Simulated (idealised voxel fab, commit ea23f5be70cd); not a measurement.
A process module follows: voxel gate over fins.
Section shown: cut. Width: 245 nm. Cell size: 5 nm, square.
If you're reading a cross-section in this doc, picture square cells in a grid; it comes to you as bands, top ones listed first down to the bottom, and a band can be one or more rows of cells. First you get the band's top height and its bottom height, in nm, and then the materials it's made of, left to right, with each width in nm. If you see a single material with "edge to edge", that one covers the band edge to edge. "air" is empty space. Height is counted from the level 0, under which the received wafer is composed throughout of one material. The lowest of the bands is not closed at the bottom but continues downward, in the notation "0 and below". Top row gets the first number, bottom row gets the second, and each row in between changes by the same step: that is how a band width like "30->40" works. Any step labelled "remained the same" changed none of the cells in the cross-section. "Voids, sealed" enumerates empty spaces isolated from the top, with no open way to it, that contain at least 8 cells, giving each as width x height at distance from the left edge, all three in nm. Read whatever lies past the settings on a step's line as the simulator's own remark about the step. On any step carrying a mask, the "overlay nm" setting, if present on the step's line, tells how far right of its planned place the mask lay; negative values point to the left.
[Planned step list for the process]
step 1: RECEIVE: material Si
step 2: CONFORMAL_DEP: material SiN, thk nm 10
step 3: PATTERN: tone cover, mask id FINS, material resist, width nm 15, pitch nm 35, thk nm 20, overlay nm 0
step 4: DIRECTIONAL_ETCH: etch materials SiN, depth nm 10
step 5: DIRECTIONAL_ETCH: etch materials Si, depth nm 40
step 6: STRIP: etch materials resist
step 7: FILL_DEP: material SiO2, thk nm 5
step 8: CMP: height nm 10
step 9: SELECTIVE_ETCH: etch materials SiO2, depth nm 20
step 10: STRIP: etch materials SiN
step 11: CONFORMAL_DEP: material HfO2, thk nm 5
step 12: CONFORMAL_DEP: material TiN, thk nm 5
step 13: FILL_DEP: material W, thk nm 10
step 14: CMP: height nm 15
step 15: CONFORMAL_DEP: material SiN, thk nm 10
[Wafer cross-section on receipt, i.e. after step 1]
  0 and below: Si edge to edge
  Voids, sealed: none
[Cross-section taken at module completion on the first of two wafers; processed per the plan]
  25 down to 15: SiN edge to edge
  15 down to 10: W edge to edge
  10 down to 5: W 85 nm  TiN 70 nm  W 90 nm
  5 down to 0: W 85 nm  TiN 5 nm  HfO2 25 nm  TiN 10 nm  HfO2 25 nm  TiN 5 nm  W 90 nm
  0 down to -5: TiN 90 nm  HfO2 5 nm  Si 15 nm  HfO2 5 nm  TiN 10 nm  HfO2 5 nm  Si 15 nm  HfO2 5 nm  TiN 95 nm
  -5 down to -10: HfO2 95 nm  Si 15 nm  HfO2 20 nm  Si 15 nm  HfO2 100 nm
  -10 down to -40: SiO2 95 nm  Si 15 nm  SiO2 20 nm  Si 15 nm  SiO2 100 nm
  -40 and below: Si edge to edge
  Voids, sealed: none
[This is the second of the two wafers, cross-sectioned at the end of the module; it started exactly like the first and was given the same plan, but it was run with one mistake]
  25 down to 15: SiN edge to edge
  15 down to 10: W edge to edge
  10 down to 5: W 90 nm  TiN 70 nm  W 85 nm
  5 down to 0: W 90 nm  TiN 5 nm  HfO2 25 nm  TiN 10 nm  HfO2 25 nm  TiN 5 nm  W 85 nm
  0 down to -5: TiN 95 nm  HfO2 5 nm  Si 15 nm  HfO2 5 nm  TiN 10 nm  HfO2 5 nm  Si 15 nm  HfO2 5 nm  TiN 90 nm
  -5 down to -10: HfO2 100 nm  Si 15 nm  HfO2 20 nm  Si 15 nm  HfO2 95 nm
  -10 down to -40: SiO2 100 nm  Si 15 nm  SiO2 20 nm  Si 15 nm  SiO2 95 nm
  -40 and below: Si edge to edge
  Voids, sealed: none
What was done differently from what was planned? step 3 ran as: PATTERN: tone cover, mask id FINS, material resist, width nm 15, pitch nm 35, thk nm 20, overlay nm 5
Cell counts per material: same on both final wafers. Positions: different.
